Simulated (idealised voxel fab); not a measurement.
process module | voxel lift off
cross-section cut | 220 nm wide | cells 5 nm
A cross-section is a grid of square cells, given in bands from the top down. A band is one or more rows of cells.
Each band's line starts with the height of the band's top and of its bottom, in nm. Then come its materials from left to right, each with its width in nm. One material with "throughout" fills the band from edge to edge. "air" is empty space.
Height 0 is the level under which the wafer as received is all one material. The lowest band goes on downwards, as in "0 down".
A width such as "30 to 40" changes by the same amount from each row of cells to the next, from the band's top row to its bottom row.
"no change" after a step means that no cell of the cross-section changed.
closed voids: empty space of 8 cells or more with no open way to the top, each as width x height at its distance from the left edge, in nm
after a step's settings: what the simulator itself notes on the step
overlay nm, on a step with a mask: how far to the right of its planned place the mask lay; to the left if negative
plan
1 op RECEIVE | material Si
2 op CONFORMAL_DEP | material Al2O3 | thk nm 10
3 op PATTERN | tone open | mask id LINES | material resist | width nm 30 | pitch nm 45 | thk nm 25 | overlay nm 0
4 op DIRECTIONAL_DEP | material Ru | thk nm 15
5 op STRIP | etch materials resist
6 op CONFORMAL_DEP | material SiO2 | thk nm 5
as received, after step 1
  0 down: Si throughout
  closed voids: none
first wafer at the end, as planned
  30 to 25: air 65 | SiO2 40 | air 5 | SiO2 40 | air 70
  25 to 15: air 65 | SiO2 5 | Ru 30 | SiO2 5 | air 5 | SiO2 5 | Ru 30 | SiO2 5 | air 70
  15 to 10: SiO2 70 | Ru 30 | SiO2 15 | Ru 30 | SiO2 75
  10 to 0: Al2O3 throughout
  0 down: Si throughout
  closed voids: none
second wafer at the end: like start, like plan, one mistake
  25 to 10: air 70 | Ru 30 | air 15 | Ru 30 | air 75
  10 to 0: Al2O3 throughout
  0 down: Si throughout
  closed voids: none
what went wrong: step 6 was left out
at the end the second wafer has, in cells: 56 fewer of SiO2
